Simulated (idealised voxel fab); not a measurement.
Process module under the name voxel gate over fins
This is section cut - it's 255 nm across, gridded in 5 nm square cells.
How to read a cross-section here: the picture is a grid of square cells, written as bands going from the top down, and any band can span one or more rows of cells.
Read a band's entry like this: the first values are the height of its top and the height of its bottom in nm, and what follows is the sequence of materials from left to right, each with its width in nm. Note that "empty" is empty space, and that a single material marked "full width" reaches across the band from edge to edge.
Heads up on the height convention: 0 is the point under which the incoming wafer is all one material, and the lowest band has no bottom, it just keeps going down, like "0..down".
The expression "30->40" gives the width at the extremes of the band, the first number at its top row of cells and the second at its bottom row, with the width changing by equal amounts from each row to the next in between.
It should be understood that the words "remained the same", when stated for a given step, signify that the cross-section underwent no change in any of its cells during that step.
What "Closed void register" gives you is every empty space of 8 cells or more that is cut off from the top. Each appears as width x height at distance, with the distance taken from the left edge and width, height and distance all in nm.
On each step's line, the part that comes after the settings is the simulator's own comment on the step.
Among the settings permitted on a step's line is "overlay nm"; applied to a step with a mask, it specifies the extent to which the mask lay to the right of its planned position, whereas a negative figure signifies a position to the left.
The steps planned for the process are as follows:
| 1 | RECEIVE: material Si |
| 2 | CONFORMAL_DEP: material SiN, thk nm 10 |
| 3 | DIRECTIONAL_DEP: material aC, thk nm 10 |
| 4 | PATTERN: tone cover, mask id FINS, material resist, width nm 15, pitch nm 50, thk nm 30, overlay nm 0 |
| 5 | DIRECTIONAL_ETCH: etch materials aC, depth nm 10 |
| 6 | STRIP: etch materials resist |
| 7 | DIRECTIONAL_ETCH: etch materials SiN, depth nm 10 |
| 8 | DIRECTIONAL_ETCH: etch materials Si, depth nm 35 |
| 9 | STRIP: etch materials aC |
| 10 | OXIDIZE: depth nm 5 |
| 11 | FILL_DEP: material SiO2, thk nm 5 |
| 12 | CMP: height nm 10 |
| 13 | DIRECTIONAL_DEP: material aC, thk nm 15 |
| 14 | PATTERN: tone open, mask id RAIL, material resist, width nm 15, thk nm 35, overlay nm 0 |
| 15 | DIRECTIONAL_ETCH: etch materials aC, depth nm 15 |
| 16 | STRIP: etch materials resist |
| 17 | DIRECTIONAL_ETCH: etch materials SiO2, depth nm 40 |
| 18 | STRIP: etch materials aC |
| 19 | CONFORMAL_DEP: material TiN, thk nm 5 |
| 20 | FILL_DEP: material Ru, thk nm 10 |
| 21 | CMP: height nm 10 |
| 22 | SELECTIVE_ETCH: etch materials W Ru TiN, depth nm 35 |
| 23 | FILL_DEP: material SiO2, thk nm 5 |
| 24 | CMP: height nm 10 |
| 25 | SELECTIVE_ETCH: etch materials SiO2, depth nm 25 |
| 26 | STRIP: etch materials SiN |
| 27 | CONFORMAL_DEP: material HfO2, thk nm 5 |
| 28 | CONFORMAL_DEP: material TiN, thk nm 5 |
| 29 | CONFORMAL_DEP: material TiAl, thk nm 5 |
| 30 | CONFORMAL_DEP: material TiN, thk nm 5 |
| 31 | FILL_DEP: material W, thk nm 10 |
| 32 | CMP: height nm 25 |
| 33 | CONFORMAL_DEP: material SiCN, thk nm 10 |
The first wafer of two, processed as planned:
Cross-sectional view of the wafer in its as-received condition, corresponding to the state after step 1:
- 0..down: Si full width
- Closed void register: none
Take a look at the wafer's cross-section after step 2:
- 10..0: SiN full width
- No changes below 0.
Take a look at the wafer's cross-section after step 3:
- 20..10: aC full width
- No changes below 10.
Take a look at the wafer's cross-section after step 4:
- 50..20: empty 70, resist 15, empty 35, resist 15, empty 35, resist 15, empty 70
- No changes below 20.
Take a look at the wafer's cross-section after step 5:
- 40..20: empty 70, resist 15, empty 35, resist 15, empty 35, resist 15, empty 70
- 20..10: empty 70, aC 15, empty 35, aC 15, empty 35, aC 15, empty 70
- No changes below 10.
Take a look at the wafer's cross-section after step 6:
- 20..10: empty 70, aC 15, empty 35, aC 15, empty 35, aC 15, empty 70
- No changes below 10.
Take a look at the wafer's cross-section after step 7:
- 20..10: empty 70, aC 15, empty 35, aC 15, empty 35, aC 15, empty 70
- 10..0: empty 70, SiN 15, empty 35, SiN 15, empty 35, SiN 15, empty 70
- No changes below 0.
Take a look at the wafer's cross-section after step 8:
- 20..10: empty 70, aC 15, empty 35, aC 15, empty 35, aC 15, empty 70
- 10..0: empty 70, SiN 15, empty 35, SiN 15, empty 35, SiN 15, empty 70
- 0..-35: empty 70, Si 15, empty 35, Si 15, empty 35, Si 15, empty 70
- No changes below -35.
Take a look at the wafer's cross-section after step 9:
- 10..0: empty 70, SiN 15, empty 35, SiN 15, empty 35, SiN 15, empty 70
- No changes below 0.
Take a look at the wafer's cross-section after step 10:
- 10..0: empty 70, SiN 15, empty 35, SiN 15, empty 35, SiN 15, empty 70
- 0..-35: empty 70, SiO2 5, Si 5, SiO2 5, empty 35, SiO2 5, Si 5, SiO2 5, empty 35, SiO2 5, Si 5, SiO2 5, empty 70
- -35..-40: SiO2 75, Si 5, SiO2 45, Si 5, SiO2 45, Si 5, SiO2 75
- No changes below -40.
Take a look at the wafer's cross-section after step 11:
- 15..10: SiO2 full width
- 10..0: SiO2 70, SiN 15, SiO2 35, SiN 15, SiO2 35, SiN 15, SiO2 70
- 0..-40: SiO2 75, Si 5, SiO2 45, Si 5, SiO2 45, Si 5, SiO2 75
- No changes below -40.
Take a look at the wafer's cross-section after step 12:
- 10..0: SiO2 70, SiN 15, SiO2 35, SiN 15, SiO2 35, SiN 15, SiO2 70
- No changes below 0.
Take a look at the wafer's cross-section after step 13:
- 25..10: aC full width
- No changes below 10.
Take a look at the wafer's cross-section after step 14:
- 60..25: resist 95, empty 15, resist 145
- No changes below 25.
Take a look at the wafer's cross-section after step 15:
- 45..25: resist 95, empty 15, resist 145
- 25..10: aC 95, empty 15, aC 145
- No changes below 10.
Take a look at the wafer's cross-section after step 16:
- 25..10: aC 95, empty 15, aC 145
- No changes below 10.
Take a look at the wafer's cross-section after step 17:
- 25..10: aC 95, empty 15, aC 145
- 10..0: SiO2 70, SiN 15, SiO2 10, empty 15, SiO2 10, SiN 15, SiO2 35, SiN 15, SiO2 70
- 0..-30: SiO2 75, Si 5, SiO2 15, empty 15, SiO2 15, Si 5, SiO2 45, Si 5, SiO2 75
- No changes below -30.
Take a look at the wafer's cross-section after step 18:
- 10..0: SiO2 70, SiN 15, SiO2 10, empty 15, SiO2 10, SiN 15, SiO2 35, SiN 15, SiO2 70
- No changes below 0.
Take a look at the wafer's cross-section after step 19:
- 15..10: TiN 100, empty 5, TiN 150
- 10..0: SiO2 70, SiN 15, SiO2 10, TiN 5, empty 5, TiN 5, SiO2 10, SiN 15, SiO2 35, SiN 15, SiO2 70
- 0..-25: SiO2 75, Si 5, SiO2 15, TiN 5, empty 5, TiN 5, SiO2 15, Si 5, SiO2 45, Si 5, SiO2 75
- -25..-30: SiO2 75, Si 5, SiO2 15, TiN 15, SiO2 15, Si 5, SiO2 45, Si 5, SiO2 75
- No changes below -30.
Take a look at the wafer's cross-section after step 20:
- 25..15: Ru full width
- 15..10: TiN 100, Ru 5, TiN 150
- 10..0: SiO2 70, SiN 15, SiO2 10, TiN 5, Ru 5, TiN 5, SiO2 10, SiN 15, SiO2 35, SiN 15, SiO2 70
- 0..-25: SiO2 75, Si 5, SiO2 15, TiN 5, Ru 5, TiN 5, SiO2 15, Si 5, SiO2 45, Si 5, SiO2 75
- No changes below -25.
Take a look at the wafer's cross-section after step 21:
- 10..0: SiO2 70, SiN 15, SiO2 10, TiN 5, Ru 5, TiN 5, SiO2 10, SiN 15, SiO2 35, SiN 15, SiO2 70
- No changes below 0.
Take a look at the wafer's cross-section after step 22:
- 10..0: SiO2 70, SiN 15, SiO2 10, empty 15, SiO2 10, SiN 15, SiO2 35, SiN 15, SiO2 70
- 0..-25: SiO2 75, Si 5, SiO2 15, empty 15, SiO2 15, Si 5, SiO2 45, Si 5, SiO2 75
- No changes below -25.
Take a look at the wafer's cross-section after step 23:
- 15..10: SiO2 full width
- 10..0: SiO2 70, SiN 15, SiO2 35, SiN 15, SiO2 35, SiN 15, SiO2 70
- 0..-25: SiO2 75, Si 5, SiO2 45, Si 5, SiO2 45, Si 5, SiO2 75
- No changes below -25.
Take a look at the wafer's cross-section after step 24:
- 10..0: SiO2 70, SiN 15, SiO2 35, SiN 15, SiO2 35, SiN 15, SiO2 70
- No changes below 0.
Take a look at the wafer's cross-section after step 25:
- 10..0: empty 70, SiN 15, empty 35, SiN 15, empty 35, SiN 15, empty 70
- 0..-15: empty 75, Si 5, empty 45, Si 5, empty 45, Si 5, empty 75
- No changes below -15.
Take a look at the wafer's cross-section after step 26:
- 0..-15: empty 75, Si 5, empty 45, Si 5, empty 45, Si 5, empty 75
- No changes below -15.
Take a look at the wafer's cross-section after step 27:
- 5..0: empty 70, HfO2 15, empty 35, HfO2 15, empty 35, HfO2 15, empty 70
- 0..-10: empty 70, HfO2 5, Si 5, HfO2 5, empty 35, HfO2 5, Si 5, HfO2 5, empty 35, HfO2 5, Si 5, HfO2 5, empty 70
- -10..-15: HfO2 75, Si 5, HfO2 45, Si 5, HfO2 45, Si 5, HfO2 75
- No changes below -15.
Take a look at the wafer's cross-section after step 28:
- 10..5: empty 65, TiN 25, empty 25, TiN 25, empty 25, TiN 25, empty 65
- 5..0: empty 65, TiN 5, HfO2 15, TiN 5, empty 25, TiN 5, HfO2 15, TiN 5, empty 25, TiN 5, HfO2 15, TiN 5, empty 65
- 0..-5: empty 65, TiN 5, HfO2 5, Si 5, HfO2 5, TiN 5, empty 25, TiN 5, HfO2 5, Si 5, HfO2 5, TiN 5, empty 25, TiN 5, HfO2 5, Si 5, HfO2 5, TiN 5, empty 65
- -5..-10: TiN 70, HfO2 5, Si 5, HfO2 5, TiN 35, HfO2 5, Si 5, HfO2 5, TiN 35, HfO2 5, Si 5, HfO2 5, TiN 70
- No changes below -10.
Take a look at the wafer's cross-section after step 29:
- 15..10: empty 60, TiAl 35, empty 15, TiAl 35, empty 15, TiAl 35, empty 60
- 10..5: empty 60, TiAl 5, TiN 25, TiAl 5, empty 15, TiAl 5, TiN 25, TiAl 5, empty 15, TiAl 5, TiN 25, TiAl 5, empty 60
- 5..0: empty 60, TiAl 5, TiN 5, HfO2 15, TiN 5, TiAl 5, empty 15, TiAl 5, TiN 5, HfO2 15, TiN 5, TiAl 5, empty 15, TiAl 5, TiN 5, HfO2 15, TiN 5, TiAl 5, empty 60
- 0..-5: TiAl 65, TiN 5, HfO2 5, Si 5, HfO2 5, TiN 5, TiAl 25, TiN 5, HfO2 5, Si 5, HfO2 5, TiN 5, TiAl 25, TiN 5, HfO2 5, Si 5, HfO2 5, TiN 5, TiAl 65
- No changes below -5.
Take a look at the wafer's cross-section after step 30:
- 20..15: empty 55, TiN 45, empty 5, TiN 45, empty 5, TiN 45, empty 55
- 15..10: empty 55, TiN 5, TiAl 35, TiN 5, empty 5, TiN 5, TiAl 35, TiN 5, empty 5, TiN 5, TiAl 35, TiN 5, empty 55
- 10..5: empty 55, TiN 5, TiAl 5, TiN 25, TiAl 5, TiN 5, empty 5, TiN 5, TiAl 5, TiN 25, TiAl 5, TiN 5, empty 5, TiN 5, TiAl 5, TiN 25, TiAl 5, TiN 5, empty 55
- 5..0: TiN 60, TiAl 5, TiN 5, HfO2 15, TiN 5, TiAl 5, TiN 15, TiAl 5, TiN 5, HfO2 15, TiN 5, TiAl 5, TiN 15, TiAl 5, TiN 5, HfO2 15, TiN 5, TiAl 5, TiN 60
- No changes below 0.
Take a look at the wafer's cross-section after step 31:
- 30..20: W full width
- 20..15: W 55, TiN 45, W 5, TiN 45, W 5, TiN 45, W 55
- 15..10: W 55, TiN 5, TiAl 35, TiN 5, W 5, TiN 5, TiAl 35, TiN 5, W 5, TiN 5, TiAl 35, TiN 5, W 55
- 10..5: W 55, TiN 5, TiAl 5, TiN 25, TiAl 5, TiN 5, W 5, TiN 5, TiAl 5, TiN 25, TiAl 5, TiN 5, W 5, TiN 5, TiAl 5, TiN 25, TiAl 5, TiN 5, W 55
- No changes below 5.
Take a look at the wafer's cross-section after step 32:
- 25..20: W full width
- No changes below 20.
Take a look at the wafer's cross-section after step 33:
- 35..25: SiCN full width
- No changes below 25.
Companion wafer, the second of two: same beginning, same intended sequence, one mistake in carrying it out; through step 30 inclusive it tracks the first exactly:
Cross-section of the second wafer at the time step 31 of the plan should have ended:
- 30..20: aC full width
- 20..15: aC 55, TiN 45, aC 5, TiN 45, aC 5, TiN 45, aC 55
- 15..10: aC 55, TiN 5, TiAl 35, TiN 5, aC 5, TiN 5, TiAl 35, TiN 5, aC 5, TiN 5, TiAl 35, TiN 5, aC 55
- 10..5: aC 55, TiN 5, TiAl 5, TiN 25, TiAl 5, TiN 5, aC 5, TiN 5, TiAl 5, TiN 25, TiAl 5, TiN 5, aC 5, TiN 5, TiAl 5, TiN 25, TiAl 5, TiN 5, aC 55
- No changes below 5.
Cross-section of the second wafer at the time step 32 of the plan should have ended:
- 25..20: aC full width
- No changes below 20.
Cross-section of the second wafer at the time step 33 of the plan should have ended:
- 35..25: SiCN full width
- No changes below 25.
What broke from the plan during processing? step 31 off recipe, ran as FILL_DEP: material aC, thk nm 10
Final comparison by cell count, materials where the second wafer has more or fewer than the first: W: 123 fewer, aC: 123 more
